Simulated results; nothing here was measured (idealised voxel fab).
The document below concerns the process module designated voxel wiring stack.
Cross-sectional view cut (width: 235 nm; square cell size: 5 nm).
In what follows, cross-sections appear as grids of square cells, described through bands that run from the top down, where every band is one or more rows of cells.
Quick guide to a band line: top height, bottom height (nm) up front; then every material left to right with its width in nm. Only one material and it's marked "full width"? Then it fills the band edge to edge. And "empty" just means empty space.
Height 0 is the level under which the wafer as received is all one material. The lowest band goes on downwards, as in "0..down".
A width given as "30 to 40" starts at the first number in the band's top row and ends at the second number in its bottom row, shifting by an equal amount at every step from row to row.
Where a step carries "no alteration", the cross-section came out of it unchanged, cell for cell.
Closed-off voids of 8+ cells (no open route to the top) go in "Closed void entries", written width x height at distance from the left edge, in nm.
On each step's line, the part that comes after the settings is the simulator's own comment on the step.
The optional step-line setting "overlay nm" applies to steps with a mask and quantifies how far to the right of its planned location the mask lay, a negative value indicating leftward placement.
# This section lists the process steps that were planned
1) RECEIVE (material Si)
2) CONFORMAL_DEP (material SiO2; thk nm 10)
3) DIRECTIONAL_DEP (material TiN; thk nm 5)
4) DIRECTIONAL_DEP (material W; thk nm 20)
5) PATTERN (tone cover; mask id METAL_1; material resist; width nm 30; pitch nm 45; thk nm 20; overlay nm 0)
6) DIRECTIONAL_ETCH (etch materials W; depth nm 20)
7) DIRECTIONAL_ETCH (etch materials TiN; depth nm 5)
8) STRIP (etch materials resist)
9) FILL_DEP (material lowk; thk nm 5)
10) CMP (height nm 35)
11) CONFORMAL_DEP (material SiCN; thk nm 5)
12) DIRECTIONAL_DEP (material SiO2; thk nm 20)
13) DIRECTIONAL_DEP (material aC; thk nm 15)
14) PATTERN (tone open; mask id PLUG_1; material resist; width nm 15; pitch nm 45; thk nm 35; overlay nm 0)
15) DIRECTIONAL_ETCH (etch materials aC; depth nm 5)
16) STRIP (etch materials resist)
17) DIRECTIONAL_ETCH (etch materials SiO2; depth nm 20)
18) DIRECTIONAL_ETCH (etch materials SiCN; depth nm 5)
19) STRIP (etch materials aC)
20) CONFORMAL_DEP (material TiN; thk nm 5)
21) FILL_DEP (material W; thk nm 10)
22) CMP (height nm 60)
23) CONFORMAL_DEP (material SiCN; thk nm 5)
24) DIRECTIONAL_DEP (material lowk; thk nm 20)
25) PATTERN (tone open; mask id METAL_2; material resist; width nm 30; pitch nm 45; thk nm 15; overlay nm 0)
26) DIRECTIONAL_ETCH (etch materials lowk; depth nm 20)
27) DIRECTIONAL_ETCH (etch materials SiCN; depth nm 5)
28) STRIP (etch materials resist)
29) CONFORMAL_DEP (material TiN; thk nm 5)
30) FILL_DEP (material Cu; thk nm 5)
31) CMP (height nm 85)
32) CONFORMAL_DEP (material SiCN; thk nm 5)
33) DIRECTIONAL_DEP (material SiO2; thk nm 30)
34) PATTERN (tone open; mask id METAL_3; material resist; width nm 30; pitch nm 45; thk nm 15; overlay nm 0)
35) DIRECTIONAL_ETCH (etch materials SiO2; depth nm 20)
36) STRIP (etch materials resist)
37) PATTERN (tone open; mask id METAL_3_HOLES; material resist; width nm 15; pitch nm 90; thk nm 20; overlay nm 0)
38) DIRECTIONAL_ETCH (etch materials SiO2; depth nm 10)
39) DIRECTIONAL_ETCH (etch materials SiCN; depth nm 5)
40) STRIP (etch materials resist)
41) CONFORMAL_DEP (material TiN; thk nm 5)
42) FILL_DEP (material Cu; thk nm 5)
43) CMP (height nm 120)
44) CONFORMAL_DEP (material SiCN; thk nm 5)
45) DIRECTIONAL_DEP (material lowk; thk nm 30)
46) PATTERN (tone open; mask id METAL_4; material resist; width nm 30; pitch nm 45; thk nm 20; overlay nm 0)
47) DIRECTIONAL_ETCH (etch materials lowk; depth nm 15)
48) STRIP (etch materials resist)
49) MASKED_ETCH (tone open; mask id METAL_4_HOLES; width nm 15; pitch nm 45; etch materials lowk; depth nm 15; overlay nm 0)
50) MASKED_ETCH (tone open; mask id METAL_4_HOLES; width nm 15; pitch nm 45; etch materials SiCN; depth nm 5; overlay nm 0)
51) CONFORMAL_DEP (material TiN; thk nm 5)
52) FILL_DEP (material Cu; thk nm 10)
53) CMP (height nm 155)
54) CONFORMAL_DEP (material SiN; thk nm 5)
Among the wafers covered here, the point of difference is the depth nm at step 15; their starting state is shared, and the plan presents the value of the first wafer.
# As received, i.e. after step 1: cross-section through the first of several wafers
0..down: Si full width
Closed void entries: none
# Cross-section after step 54, the final step of the module, for the first of several wafers
160..155: SiN full width
155..145: lowk=55 | TiN=5 | Cu=20 | TiN=5 | lowk=15 | TiN=5 | Cu=20 | TiN=5 | lowk=15 | TiN=5 | Cu=20 | TiN=5 | lowk=60
145..140: lowk=55 | TiN=5 | Cu=5 | TiN=20 | lowk=15 | TiN=5 | Cu=5 | TiN=20 | lowk=15 | TiN=5 | Cu=5 | TiN=20 | lowk=60
140..125: lowk=55 | TiN=5 | Cu=5 | TiN=5 | lowk=30 | TiN=5 | Cu=5 | TiN=5 | lowk=30 | TiN=5 | Cu=5 | TiN=5 | lowk=75
125..120: SiCN=55 | TiN=15 | SiCN=30 | TiN=15 | SiCN=30 | TiN=15 | SiCN=75
120..105: SiO2=55 | TiN=5 | Cu=20 | TiN=5 | SiO2=15 | TiN=5 | Cu=20 | TiN=5 | SiO2=15 | TiN=5 | Cu=20 | TiN=5 | SiO2=60
105..100: SiO2=55 | TiN=5 | Cu=5 | TiN=20 | SiO2=15 | TiN=30 | SiO2=15 | TiN=5 | Cu=5 | TiN=20 | SiO2=60
100..90: SiO2=55 | TiN=5 | Cu=5 | TiN=5 | SiO2=75 | TiN=5 | Cu=5 | TiN=5 | SiO2=75
90..85: SiCN=55 | TiN=15 | SiCN=75 | TiN=15 | SiCN=75
85..65: lowk=55 | TiN=5 | Cu=20 | TiN=5 | lowk=15 | TiN=5 | Cu=20 | TiN=5 | lowk=15 | TiN=5 | Cu=20 | TiN=5 | lowk=60
65..60: SiCN=55 | TiN=30 | SiCN=15 | TiN=30 | SiCN=15 | TiN=30 | SiCN=60
60..40: SiO2 full width
40..35: SiCN full width
35..15: lowk=55 | W=30 | lowk=15 | W=30 | lowk=15 | W=30 | lowk=60
15..10: lowk=55 | TiN=30 | lowk=15 | TiN=30 | lowk=15 | TiN=30 | lowk=60
10..0: SiO2 full width
0..down: Si full width
Closed void entries: none
# Last wafer x-sec, end of module
160..155: SiN full width
155..145: lowk=55 | TiN=5 | Cu=20 | TiN=5 | lowk=15 | TiN=5 | Cu=20 | TiN=5 | lowk=15 | TiN=5 | Cu=20 | TiN=5 | lowk=60
145..140: lowk=55 | TiN=5 | Cu=5 | TiN=20 | lowk=15 | TiN=5 | Cu=5 | TiN=20 | lowk=15 | TiN=5 | Cu=5 | TiN=20 | lowk=60
140..125: lowk=55 | TiN=5 | Cu=5 | TiN=5 | lowk=30 | TiN=5 | Cu=5 | TiN=5 | lowk=30 | TiN=5 | Cu=5 | TiN=5 | lowk=75
125..120: SiCN=55 | TiN=15 | SiCN=30 | TiN=15 | SiCN=30 | TiN=15 | SiCN=75
120..105: SiO2=55 | TiN=5 | Cu=20 | TiN=5 | SiO2=15 | TiN=5 | Cu=20 | TiN=5 | SiO2=15 | TiN=5 | Cu=20 | TiN=5 | SiO2=60
105..100: SiO2=55 | TiN=5 | Cu=5 | TiN=20 | SiO2=15 | TiN=30 | SiO2=15 | TiN=5 | Cu=5 | TiN=20 | SiO2=60
100..90: SiO2=55 | TiN=5 | Cu=5 | TiN=5 | SiO2=75 | TiN=5 | Cu=5 | TiN=5 | SiO2=75
90..85: SiCN=55 | TiN=15 | SiCN=75 | TiN=15 | SiCN=75
85..65: lowk=55 | TiN=5 | Cu=20 | TiN=5 | lowk=15 | TiN=5 | Cu=20 | TiN=5 | lowk=15 | TiN=5 | Cu=20 | TiN=5 | lowk=60
65..60: SiCN=55 | TiN=30 | SiCN=15 | TiN=30 | SiCN=15 | TiN=30 | SiCN=60
60..40: SiO2=55 | TiN=5 | W=5 | TiN=5 | SiO2=30 | TiN=5 | W=5 | TiN=5 | SiO2=30 | TiN=5 | W=5 | TiN=5 | SiO2=75
40..35: SiCN=55 | TiN=15 | SiCN=30 | TiN=15 | SiCN=30 | TiN=15 | SiCN=75
35..15: lowk=55 | W=30 | lowk=15 | W=30 | lowk=15 | W=30 | lowk=60
15..10: lowk=55 | TiN=30 | lowk=15 | TiN=30 | lowk=15 | TiN=30 | lowk=60
10..0: SiO2 full width
0..down: Si full width
Closed void entries: none
# So in this table every wafer gets its own row, and what you see is where it stands at the end of the module: for each material, how many cells it picked up (+) or gave up (-) since we received it, and after that its closed voids
depth nm 5, +126 Cu, +155 SiCN, +47 SiN, +480 SiO2, +162 TiN, +72 W, +462 lowk, Closed void entries: none
depth nm 10, +126 Cu, +155 SiCN, +47 SiN, +480 SiO2, +162 TiN, +72 W, +462 lowk, Closed void entries: none
depth nm 15, +126 Cu, +146 SiCN, +47 SiN, +444 SiO2, +195 TiN, +84 W, +462 lowk, Closed void entries: none
depth nm 20, +126 Cu, +146 SiCN, +47 SiN, +444 SiO2, +195 TiN, +84 W, +462 lowk, Closed void entries: none
depth nm 25, +126 Cu, +146 SiCN, +47 SiN, +444 SiO2, +195 TiN, +84 W, +462 lowk, Closed void entries: none
depth nm 30, +126 Cu, +146 SiCN, +47 SiN, +444 SiO2, +195 TiN, +84 W, +462 lowk, Closed void entries: none
